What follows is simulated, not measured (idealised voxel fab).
process module | voxel spacer lines
cross-section cut | 220 nm wide | cells 5 nm
A cross-section is a grid of square cells, given in bands from the top down. A band is one or more rows of cells.
Each band's line starts with the height of the band's top and of its bottom, in nm. Then come its materials from left to right, each with its width in nm. One material with "throughout" fills the band from edge to edge. "air" is empty space.
Height 0 is the level under which the wafer as received is all one material. The lowest band goes on downwards, as in "0 down".
A width such as "30 to 40" changes by the same amount from each row of cells to the next, from the band's top row to its bottom row.
"no change" after a step means that no cell of the cross-section changed.
closed voids: empty space of 8 cells or more with no open way to the top, each as width x height at its distance from the left edge, in nm
after a step's settings: what the simulator itself notes on the step
overlay nm, on a step with a mask: how far to the right of its planned place the mask lay; to the left if negative
plan
1 op RECEIVE | material Si
2 op CONFORMAL_DEP | material Al2O3 | thk nm 10
3 op DIRECTIONAL_DEP | material TiN | thk nm 15
4 op DIRECTIONAL_DEP | material polySi | thk nm 30
5 op PATTERN | tone cover | mask id MANDREL | material resist | width nm 25 | pitch nm 70 | thk nm 35 | overlay nm 0
6 op DIRECTIONAL_ETCH | etch materials polySi | depth nm 30
7 op STRIP | etch materials resist
8 op CONFORMAL_DEP | material SiO2 | thk nm 10
9 op DIRECTIONAL_ETCH | etch materials SiO2 | depth nm 10
10 op STRIP | etch materials polySi
11 op DIRECTIONAL_ETCH | etch materials TiN | depth nm 15
12 op STRIP | etch materials SiO2
13 op FILL_DEP | material SiO2 | thk nm 5
14 op CMP | height nm 25
first wafer, as planned
as received, after step 1
  0 down: Si throughout
  closed voids: none
after step 2
  10 to 0: Al2O3 throughout
  below 0: unchanged
after step 3
  25 to 10: TiN throughout
  below 10: unchanged
after step 4
  55 to 25: polySi throughout
  below 25: unchanged
after step 5
  90 to 55: air 60 | resist 25 | air 45 | resist 25 | air 65
  below 55: unchanged
after step 6
  90 to 55: air 60 | resist 25 | air 45 | resist 25 | air 65
  55 to 25: air 60 | polySi 25 | air 45 | polySi 25 | air 65
  below 25: unchanged
after step 7
  55 to 25: air 60 | polySi 25 | air 45 | polySi 25 | air 65
  below 25: unchanged
after step 8
  65 to 55: air 50 | SiO2 45 | air 25 | SiO2 45 | air 55
  55 to 35: air 50 | SiO2 10 | polySi 25 | SiO2 10 | air 25 | SiO2 10 | polySi 25 | SiO2 10 | air 55
  35 to 25: SiO2 60 | polySi 25 | SiO2 45 | polySi 25 | SiO2 65
  below 25: unchanged
after step 9
  55 to 25: air 50 | SiO2 10 | polySi 25 | SiO2 10 | air 25 | SiO2 10 | polySi 25 | SiO2 10 | air 55
  below 25: unchanged
after step 10
  55 to 25: air 50 | SiO2 10 | air 25 | SiO2 10 | air 25 | SiO2 10 | air 25 | SiO2 10 | air 55
  below 25: unchanged
after step 11
  55 to 25: air 50 | SiO2 10 | air 25 | SiO2 10 | air 25 | SiO2 10 | air 25 | SiO2 10 | air 55
  25 to 10: air 50 | TiN 10 | air 25 | TiN 10 | air 25 | TiN 10 | air 25 | TiN 10 | air 55
  below 10: unchanged
after step 12
  25 to 10: air 50 | TiN 10 | air 25 | TiN 10 | air 25 | TiN 10 | air 25 | TiN 10 | air 55
  below 10: unchanged
after step 13
  30 to 25: SiO2 throughout
  25 to 10: SiO2 50 | TiN 10 | SiO2 25 | TiN 10 | SiO2 25 | TiN 10 | SiO2 25 | TiN 10 | SiO2 55
  below 10: unchanged
after step 14
  25 to 10: SiO2 50 | TiN 10 | SiO2 25 | TiN 10 | SiO2 25 | TiN 10 | SiO2 25 | TiN 10 | SiO2 55
  below 10: unchanged
second wafer: like start, like plan, one mistake. Through step 8 it matches the first wafer
when step 9 should have ended
  55 to 45: air 60 | polySi 25 | air 45 | polySi 25 | air 65
  45 to 25: air 50 | SiO2 10 | polySi 25 | SiO2 10 | air 25 | SiO2 10 | polySi 25 | SiO2 10 | air 55
  below 25: unchanged
when step 10 should have ended
  45 to 25: air 50 | SiO2 10 | air 25 | SiO2 10 | air 25 | SiO2 10 | air 25 | SiO2 10 | air 55
  below 25: unchanged
when step 11 should have ended
  45 to 25: air 50 | SiO2 10 | air 25 | SiO2 10 | air 25 | SiO2 10 | air 25 | SiO2 10 | air 55
  25 to 10: air 50 | TiN 10 | air 25 | TiN 10 | air 25 | TiN 10 | air 25 | TiN 10 | air 55
  below 10: unchanged
when step 12 should have ended
  25 to 10: air 50 | TiN 10 | air 25 | TiN 10 | air 25 | TiN 10 | air 25 | TiN 10 | air 55
  below 10: unchanged
when step 13 should have ended
  30 to 25: SiO2 throughout
  25 to 10: SiO2 50 | TiN 10 | SiO2 25 | TiN 10 | SiO2 25 | TiN 10 | SiO2 25 | TiN 10 | SiO2 55
  below 10: unchanged
when step 14 should have ended
  25 to 10: SiO2 50 | TiN 10 | SiO2 25 | TiN 10 | SiO2 25 | TiN 10 | SiO2 25 | TiN 10 | SiO2 55
  below 10: unchanged
what went wrong: step 9 was run twice
at the end the two cross-sections are the same: no effect in what this model computes
